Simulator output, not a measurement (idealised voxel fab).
This section sets out a process module, namely voxel transistor to metal.
For reference, the cross-section in this document is cut, with width 300 nm and square cells of 5 nm.
Bands, listed from the top down, are how a cross-section gets written in this document; the cross-section itself is a grid of square cells, and a band is one or more rows of them.
The band entry comprises the height of the band's top followed by the height of its bottom, expressed in nm, and subsequently the band's materials from left to right, each stated together with its width in nm. Where a single material is marked with the word "all across", that material fills the band from edge to edge. The word "empty" represents empty space.
Counting heights begins at 0, where everything beneath is, in the wafer as received, one material. The lowest band has no bottom; it goes on downwards, as "0 down" shows.
Quick explanation for "30->40": the width changes in equal steps down the rows of cells, from the first number in the band's top row to the second number in its bottom row.
"nothing was modified" (step): cross-section cells unchanged, all of them.
So "Sealed void inventory" is basically the list of trapped voids: any empty space of 8 cells or more that can't reach the top through an opening. They're written width x height at distance, the distance being from the left edge, and it's all nm.
That trailing text on a step's line, after the settings, is the simulator's own remark on the step.
overlay nm: for a step with a mask, the amount by which the mask lay right of where it was planned; a negative amount means left of it.
Planned step list for the process
| 1 | RECEIVE: material Si |
| 2 | CONFORMAL_DEP: material SiO2, thk nm 5 |
| 3 | CONFORMAL_DEP: material SiN, thk nm 10 |
| 4 | DIRECTIONAL_DEP: material aC, thk nm 15 |
| 5 | PATTERN: tone cover, mask id ACTIVE, material resist, width nm 105, pitch nm 135, thk nm 30, overlay nm 0 |
| 6 | DIRECTIONAL_ETCH: etch materials aC, depth nm 15 |
| 7 | STRIP: etch materials resist |
| 8 | DIRECTIONAL_ETCH: etch materials SiN, depth nm 10 |
| 9 | DIRECTIONAL_ETCH: etch materials SiO2, depth nm 5 |
| 10 | DIRECTIONAL_ETCH: etch materials Si, depth nm 35 |
| 11 | STRIP: etch materials aC |
| 12 | FILL_DEP: material SiO2, thk nm 15 |
| 13 | CMP: height nm 15 |
| 14 | SELECTIVE_ETCH: etch materials SiO2, depth nm 5 |
| 15 | STRIP: etch materials SiN |
| 16 | SELECTIVE_ETCH: etch materials SiO2, depth nm 5 |
| 17 | OXIDIZE: depth nm 5 |
| 18 | DIRECTIONAL_DEP: material polySi, thk nm 20 |
| 19 | DIRECTIONAL_DEP: material SiCN, thk nm 15 |
| 20 | DIRECTIONAL_DEP: material aC, thk nm 15 |
| 21 | PATTERN: tone cover, mask id GATE, material resist, width nm 25, pitch nm 135, thk nm 30, overlay nm 0 |
| 22 | DIRECTIONAL_ETCH: etch materials aC, depth nm 15 |
| 23 | STRIP: etch materials resist |
| 24 | DIRECTIONAL_ETCH: etch materials SiCN, depth nm 25 |
| 25 | DIRECTIONAL_ETCH: etch materials polySi, depth nm 30 |
| 26 | STRIP: etch materials aC |
| 27 | CONFORMAL_DEP: material SiO2, thk nm 5 |
| 28 | DIRECTIONAL_ETCH: etch materials SiO2, depth nm 5 |
| 29 | CONFORMAL_DEP: material SiN, thk nm 5 |
| 30 | DIRECTIONAL_ETCH: etch materials SiN, depth nm 5 |
| 31 | DIRECTIONAL_ETCH: etch materials SiO2, depth nm 5 |
| 32 | DIRECTIONAL_ETCH: etch materials Si, depth nm 15 |
| 33 | EPI: material nSi, thk nm 15 |
| 34 | FILL_DEP: material SiO2, thk nm 10 |
| 35 | CMP: height nm 35 |
| 36 | DIRECTIONAL_DEP: material SiO2, thk nm 15 |
| 37 | PATTERN: tone open, mask id CONTACT, material resist, width nm 20, thk nm 15, overlay nm 0 |
| 38 | DIRECTIONAL_ETCH: etch materials SiO2, depth nm 40 |
| 39 | STRIP: etch materials resist |
| 40 | CONFORMAL_DEP: material TiN, thk nm 5 |
| 41 | FILL_DEP: material W, thk nm 5 |
| 42 | CMP: height nm 50 |
| 43 | CONFORMAL_DEP: material SiCN, thk nm 5 |
| 44 | DIRECTIONAL_DEP: material SiO2, thk nm 25 |
| 45 | PATTERN: tone open, mask id METAL_1, material resist, width nm 20, thk nm 15, overlay nm 0 |
| 46 | DIRECTIONAL_ETCH: etch materials SiO2, depth nm 25 |
| 47 | DIRECTIONAL_ETCH: etch materials SiCN, depth nm 5 |
| 48 | STRIP: etch materials resist |
| 49 | CONFORMAL_DEP: material TiN, thk nm 5 |
| 50 | FILL_DEP: material W, thk nm 10 |
| 51 | CMP: height nm 80 |
| 52 | CONFORMAL_DEP: material SiCN, thk nm 5 |
Shown in cross-section is the wafer as received, that is, as it stands after step 1
> 0 down: Si all across
> Sealed void inventory: none
Post-module cross-section of the first of two wafers (run per plan)
> 85 to 80: SiCN all across
> 80 to 55: 35 SiO2, 5 TiN, 10 W, 5 TiN, 55 SiO2, 5 TiN, 10 W, 5 TiN, 40 SiO2, 5 TiN, 10 W, 5 TiN, 55 SiO2, 5 TiN, 10 W, 5 TiN, 35 SiO2
> 55 to 50: 35 SiCN, 20 TiN, 55 SiCN, 20 TiN, 40 SiCN, 20 TiN, 55 SiCN, 20 TiN, 35 SiCN
> 50 to 35: 35 SiO2, 5 TiN, 10 W, 5 TiN, 55 SiO2, 5 TiN, 10 W, 5 TiN, 40 SiO2, 5 TiN, 10 W, 5 TiN, 55 SiO2, 5 TiN, 10 W, 5 TiN, 35 SiO2
> 35 to 20: 35 SiO2, 5 TiN, 10 W, 5 TiN, 5 SiO2, 5 SiN, 5 SiO2, 25 SiCN, 5 SiO2, 5 SiN, 5 SiO2, 5 TiN, 10 W, 5 TiN, 40 SiO2, 5 TiN, 10 W, 5 TiN, 5 SiO2, 5 SiN, 5 SiO2, 25 SiCN, 5 SiO2, 5 SiN, 5 SiO2, 5 TiN, 10 W, 5 TiN, 35 SiO2
> 20 to 15: 35 SiO2, 5 TiN, 10 W, 5 TiN, 5 SiO2, 5 SiN, 5 SiO2, 25 polySi, 5 SiO2, 5 SiN, 5 SiO2, 5 TiN, 10 W, 5 TiN, 40 SiO2, 5 TiN, 10 W, 5 TiN, 5 SiO2, 5 SiN, 5 SiO2, 25 polySi, 5 SiO2, 5 SiN, 5 SiO2, 5 TiN, 10 W, 5 TiN, 35 SiO2
> 15 to 10: 35 SiO2, 20 TiN, 5 SiO2, 5 SiN, 5 SiO2, 25 polySi, 5 SiO2, 5 SiN, 5 SiO2, 20 TiN, 40 SiO2, 20 TiN, 5 SiO2, 5 SiN, 5 SiO2, 25 polySi, 5 SiO2, 5 SiN, 5 SiO2, 20 TiN, 35 SiO2
> 10 to 5: 30 SiO2, 30 nSi, 5 SiN, 5 SiO2, 25 polySi, 5 SiO2, 5 SiN, 30 nSi, 30 SiO2, 30 nSi, 5 SiN, 5 SiO2, 25 polySi, 5 SiO2, 5 SiN, 30 nSi, 30 SiO2
> 5 to 0: 30 SiO2, 5 SiN, 25 nSi, 5 SiN, 5 SiO2, 25 polySi, 5 SiO2, 5 SiN, 25 nSi, 5 SiN, 30 SiO2, 5 SiN, 25 nSi, 5 SiN, 5 SiO2, 25 polySi, 5 SiO2, 5 SiN, 25 nSi, 5 SiN, 30 SiO2
> 0 to -5: 35 SiO2, 25 nSi, 45 SiO2, 25 nSi, 40 SiO2, 25 nSi, 45 SiO2, 25 nSi, 35 SiO2
> -5 to -20: 30 SiO2, 5 Si, 25 nSi, 45 Si, 25 nSi, 5 Si, 30 SiO2, 5 Si, 25 nSi, 45 Si, 25 nSi, 5 Si, 30 SiO2
> -20 to -35: 30 SiO2, 105 Si, 30 SiO2, 105 Si, 30 SiO2
> -35 down: Si all across
> Sealed void inventory: none
Here's the second of our two wafers sectioned at module end. Same start as the first, same plan, but one mistake got made running it
> 85 to 80: SiCN all across
> 80 to 55: 35 SiO2, 5 TiN, 10 W, 5 TiN, 55 SiO2, 5 TiN, 10 W, 5 TiN, 40 SiO2, 5 TiN, 10 W, 5 TiN, 55 SiO2, 5 TiN, 10 W, 5 TiN, 35 SiO2
> 55 to 50: 35 SiCN, 20 TiN, 55 SiCN, 20 TiN, 40 SiCN, 20 TiN, 55 SiCN, 20 TiN, 35 SiCN
> 50 to 35: 35 SiO2, 5 TiN, 10 W, 5 TiN, 55 SiO2, 5 TiN, 10 W, 5 TiN, 40 SiO2, 5 TiN, 10 W, 5 TiN, 55 SiO2, 5 TiN, 10 W, 5 TiN, 35 SiO2
> 35 to 30: 35 SiO2, 5 TiN, 10 W, 5 TiN, 5 SiO2, 5 SiN, 5 SiO2, 25 SiCN, 5 SiO2, 5 SiN, 5 SiO2, 5 TiN, 10 W, 5 TiN, 40 SiO2, 5 TiN, 10 W, 5 TiN, 5 SiO2, 5 SiN, 5 SiO2, 25 SiCN, 5 SiO2, 5 SiN, 5 SiO2, 5 TiN, 10 W, 5 TiN, 35 SiO2
> 30 to 25: 35 SiO2, 20 TiN, 5 SiO2, 5 SiN, 5 SiO2, 25 SiCN, 5 SiO2, 5 SiN, 5 SiO2, 20 TiN, 40 SiO2, 20 TiN, 5 SiO2, 5 SiN, 5 SiO2, 25 SiCN, 5 SiO2, 5 SiN, 5 SiO2, 20 TiN, 35 SiO2
> 25 to 20: 60 SiO2, 5 SiN, 5 SiO2, 25 SiCN, 5 SiO2, 5 SiN, 90 SiO2, 5 SiN, 5 SiO2, 25 SiCN, 5 SiO2, 5 SiN, 60 SiO2
> 20 to 10: 60 SiO2, 5 SiN, 5 SiO2, 25 polySi, 5 SiO2, 5 SiN, 90 SiO2, 5 SiN, 5 SiO2, 25 polySi, 5 SiO2, 5 SiN, 60 SiO2
> 10 to 5: 30 SiO2, 30 nSi, 5 SiN, 5 SiO2, 25 polySi, 5 SiO2, 5 SiN, 30 nSi, 30 SiO2, 30 nSi, 5 SiN, 5 SiO2, 25 polySi, 5 SiO2, 5 SiN, 30 nSi, 30 SiO2
> 5 to 0: 30 SiO2, 5 SiN, 25 nSi, 5 SiN, 5 SiO2, 25 polySi, 5 SiO2, 5 SiN, 25 nSi, 5 SiN, 30 SiO2, 5 SiN, 25 nSi, 5 SiN, 5 SiO2, 25 polySi, 5 SiO2, 5 SiN, 25 nSi, 5 SiN, 30 SiO2
> 0 to -5: 35 SiO2, 25 nSi, 45 SiO2, 25 nSi, 40 SiO2, 25 nSi, 45 SiO2, 25 nSi, 35 SiO2
> -5 to -20: 30 SiO2, 5 Si, 25 nSi, 45 Si, 25 nSi, 5 Si, 30 SiO2, 5 Si, 25 nSi, 45 Si, 25 nSi, 5 Si, 30 SiO2
> -20 to -35: 30 SiO2, 105 Si, 30 SiO2, 105 Si, 30 SiO2
> -35 down: Si all across
> Sealed void inventory: none
Here's what went sideways: step 36 of the plan was performed twice
FYI, end of process, the second wafer has more or fewer cells of some materials than the first: SiO2 +48 | TiN -24 | W -24
